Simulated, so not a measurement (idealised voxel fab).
Process module, titled voxel released beams
Cross-section cut spans 205 nm and uses square cells 5 nm in size.
Think of the cross-section as a grid of square cells. We describe it in bands, top to bottom, and each band covers one or more rows of those cells. Look at the band entry: it leads with the top's height and the bottom's height in nm. Then it lists the materials left to right, with a width in nm for each. The word "everywhere" on a single material says that material fills the band edge to edge. The word "empty" is empty space. Heights are expressed relative to 0, this being the level below which the as-received wafer comprises one material exclusively. The lowest band is unbounded in the downward direction and is denoted as in "z 0 and below". Graded width ("30->40"): value in top row of band = first number; value in bottom row = second number; row-to-row change constant. "no alterations made" for a step: no cell of the cross-section changed in that step. "Closed void inventory" specifies each empty space that is not open to the top and that occupies no fewer than 8 cells, using the form width x height at distance, the distance measured from the left edge and all three quantities in nm. Step line, after settings: the simulator's comment on this step. overlay nm: where the mask lay relative to plan, measured to the right, on steps with a mask; negatives go left.
**Planned step list for the process**
1,RECEIVE,material Si
2,CONFORMAL_DEP,material SiN,thk nm 10
3,DIRECTIONAL_DEP,material SiO2,thk nm 15
4,DIRECTIONAL_DEP,material aC,thk nm 10
5,PATTERN,tone open,mask id ANCHOR,material resist,width nm 25,thk nm 30,overlay nm 0
6,DIRECTIONAL_ETCH,etch materials aC,depth nm 10
7,STRIP,etch materials resist
8,DIRECTIONAL_ETCH,etch materials SiO2,depth nm 15
9,STRIP,etch materials aC
10,CONFORMAL_DEP,material W,thk nm 10
11,DIRECTIONAL_DEP,material aC,thk nm 15
12,PATTERN,tone cover,mask id BEAM,material resist,width nm 90,thk nm 35,overlay nm 0
13,DIRECTIONAL_ETCH,etch materials aC,depth nm 15
14,STRIP,etch materials resist
15,DIRECTIONAL_ETCH,etch materials W,depth nm 10
16,STRIP,etch materials aC
17,STRIP,etch materials SiO2
**Run as planned: first of two wafers**
**As-received wafer cross-section (after step 1)**
> z 0 and below | Si everywhere
> Closed void inventory: none
**Cross-section of the wafer subsequent to step 2**
> z 10 to 0 | SiN everywhere
> For the remainder of the cross-section, below 0, there is no change.
**Cross-section of the wafer subsequent to step 3**
> z 25 to 10 | SiO2 everywhere
> For the remainder of the cross-section, below 10, there is no change.
**Cross-section of the wafer subsequent to step 4**
> z 35 to 25 | aC everywhere
> For the remainder of the cross-section, below 25, there is no change.
**Cross-section of the wafer subsequent to step 5**
> z 65 to 35 | 60 of resist, then 25 of empty, then 120 of resist
> For the remainder of the cross-section, below 35, there is no change.
**Cross-section of the wafer subsequent to step 6**
> z 55 to 35 | 60 of resist, then 25 of empty, then 120 of resist
> z 35 to 25 | 60 of aC, then 25 of empty, then 120 of aC
> For the remainder of the cross-section, below 25, there is no change.
**Cross-section of the wafer subsequent to step 7**
> z 35 to 25 | 60 of aC, then 25 of empty, then 120 of aC
> For the remainder of the cross-section, below 25, there is no change.
**Cross-section of the wafer subsequent to step 8**
> z 35 to 25 | 60 of aC, then 25 of empty, then 120 of aC
> z 25 to 10 | 60 of SiO2, then 25 of empty, then 120 of SiO2
> For the remainder of the cross-section, below 10, there is no change.
**Cross-section of the wafer subsequent to step 9**
> z 25 to 10 | 60 of SiO2, then 25 of empty, then 120 of SiO2
> For the remainder of the cross-section, below 10, there is no change.
**Cross-section of the wafer subsequent to step 10**
> z 35 to 25 | 70 of W, then 5 of empty, then 130 of W
> z 25 to 20 | 60 of SiO2, then 10 of W, then 5 of empty, then 10 of W, then 120 of SiO2
> z 20 to 10 | 60 of SiO2, then 25 of W, then 120 of SiO2
> For the remainder of the cross-section, below 10, there is no change.
**Cross-section of the wafer subsequent to step 11**
> z 50 to 35 | 70 of aC, then 5 of empty, then 130 of aC
> z 35 to 25 | 70 of W, then 5 of aC, then 130 of W
> z 25 to 20 | 60 of SiO2, then 10 of W, then 5 of aC, then 10 of W, then 120 of SiO2
> For the remainder of the cross-section, below 20, there is no change.
**Cross-section of the wafer subsequent to step 12**
> z 85 to 50 | 55 of empty, then 90 of resist, then 60 of empty
> z 50 to 35 | 70 of aC, then 5 of resist, then 130 of aC
> For the remainder of the cross-section, below 35, there is no change.
**Cross-section of the wafer subsequent to step 13**
> z 70 to 50 | 55 of empty, then 90 of resist, then 60 of empty
> z 50 to 35 | 55 of empty, then 15 of aC, then 5 of resist, then 70 of aC, then 60 of empty
> For the remainder of the cross-section, below 35, there is no change.
**Cross-section of the wafer subsequent to step 14**
> z 50 to 35 | 55 of empty, then 15 of aC, then 5 of empty, then 70 of aC, then 60 of empty
> For the remainder of the cross-section, below 35, there is no change.
**Cross-section of the wafer subsequent to step 15**
> z 50 to 35 | 55 of empty, then 15 of aC, then 5 of empty, then 70 of aC, then 60 of empty
> z 35 to 25 | 55 of empty, then 15 of W, then 5 of aC, then 70 of W, then 60 of empty
> For the remainder of the cross-section, below 25, there is no change.
**Cross-section of the wafer subsequent to step 16**
> z 35 to 25 | 55 of empty, then 15 of W, then 5 of empty, then 70 of W, then 60 of empty
> z 25 to 20 | 60 of SiO2, then 10 of W, then 5 of empty, then 10 of W, then 120 of SiO2
> For the remainder of the cross-section, below 20, there is no change.
**Cross-section of the wafer subsequent to step 17**
> z 35 to 25 | 55 of empty, then 15 of W, then 5 of empty, then 70 of W, then 60 of empty
> z 25 to 20 | 60 of empty, then 10 of W, then 5 of empty, then 10 of W, then 120 of empty
> z 20 to 10 | 60 of empty, then 25 of W, then 120 of empty
> For the remainder of the cross-section, below 10, there is no change.
**The second wafer: identical to the first at the outset and in its planned sequence, differing only in that one mistake was made during processing; up to and including step 4, its path is the first wafer's path**
**Planned end of step 5: second wafer, cross-section**
> z 65 to 35 | 60 of empty, then 25 of resist, then 120 of empty
> For the remainder of the cross-section, below 35, there is no change.
**Planned end of step 6: second wafer, cross-section**
> z 55 to 35 | 60 of empty, then 25 of resist, then 120 of empty
> z 35 to 25 | 60 of empty, then 25 of aC, then 120 of empty
> For the remainder of the cross-section, below 25, there is no change.
**Planned end of step 7: second wafer, cross-section**
> z 35 to 25 | 60 of empty, then 25 of aC, then 120 of empty
> For the remainder of the cross-section, below 25, there is no change.
**Planned end of step 8: second wafer, cross-section**
> z 35 to 25 | 60 of empty, then 25 of aC, then 120 of empty
> z 25 to 10 | 60 of empty, then 25 of SiO2, then 120 of empty
> For the remainder of the cross-section, below 10, there is no change.
**Planned end of step 9: second wafer, cross-section**
> z 25 to 10 | 60 of empty, then 25 of SiO2, then 120 of empty
> For the remainder of the cross-section, below 10, there is no change.
**Planned end of step 10: second wafer, cross-section**
> z 35 to 25 | 50 of empty, then 45 of W, then 110 of empty
> z 25 to 20 | 50 of empty, then 10 of W, then 25 of SiO2, then 10 of W, then 110 of empty
> z 20 to 10 | 60 of W, then 25 of SiO2, then 120 of W
> For the remainder of the cross-section, below 10, there is no change.
**Planned end of step 11: second wafer, cross-section**
> z 50 to 35 | 50 of empty, then 45 of aC, then 110 of empty
> z 35 to 25 | 50 of aC, then 45 of W, then 110 of aC
> z 25 to 20 | 50 of aC, then 10 of W, then 25 of SiO2, then 10 of W, then 110 of aC
> For the remainder of the cross-section, below 20, there is no change.
**Planned end of step 12: second wafer, cross-section**
> z 85 to 50 | 55 of empty, then 90 of resist, then 60 of empty
> z 50 to 35 | 50 of empty, then 45 of aC, then 50 of resist, then 60 of empty
> For the remainder of the cross-section, below 35, there is no change.
**Planned end of step 13: second wafer, cross-section**
> z 70 to 50 | 55 of empty, then 90 of resist, then 60 of empty
> z 50 to 35 | 55 of empty, then 40 of aC, then 50 of resist, then 60 of empty
> z 35 to 25 | 50 of empty, then 45 of W, then 50 of aC, then 60 of empty
> z 25 to 20 | 50 of empty, then 10 of W, then 25 of SiO2, then 10 of W, then 50 of aC, then 60 of empty
> For the remainder of the cross-section, below 20, there is no change.
**Planned end of step 14: second wafer, cross-section**
> z 50 to 35 | 55 of empty, then 40 of aC, then 110 of empty
> For the remainder of the cross-section, below 35, there is no change.
**Planned end of step 15: second wafer, cross-section**
> z 50 to 35 | 55 of empty, then 40 of aC, then 110 of empty
> z 35 to 25 | 55 of empty, then 40 of W, then 50 of aC, then 60 of empty
> z 25 to 20 | 50 of empty, then 10 of W, then 25 of SiO2, then 10 of W, then 50 of aC, then 60 of empty
> z 20 to 10 | 50 of empty, then 10 of W, then 25 of SiO2, then 60 of W, then 60 of empty
> For the remainder of the cross-section, below 10, there is no change.
**Planned end of step 16: second wafer, cross-section**
> z 35 to 25 | 55 of empty, then 40 of W, then 110 of empty
> z 25 to 20 | 50 of empty, then 10 of W, then 25 of SiO2, then 10 of W, then 110 of empty
> For the remainder of the cross-section, below 20, there is no change.
Planned end of step 17: second wafer, cross-section: no alterations made
What went wrong in running the wafer? the process deviated at step 5: the operation and settings actually run there were PATTERN,tone cover,mask id ANCHOR,material resist,width nm 25,thk nm 30,overlay nm 0
Per the end-of-run cell counts, the second wafer holds more or fewer of some materials than the first: SiO2 +15
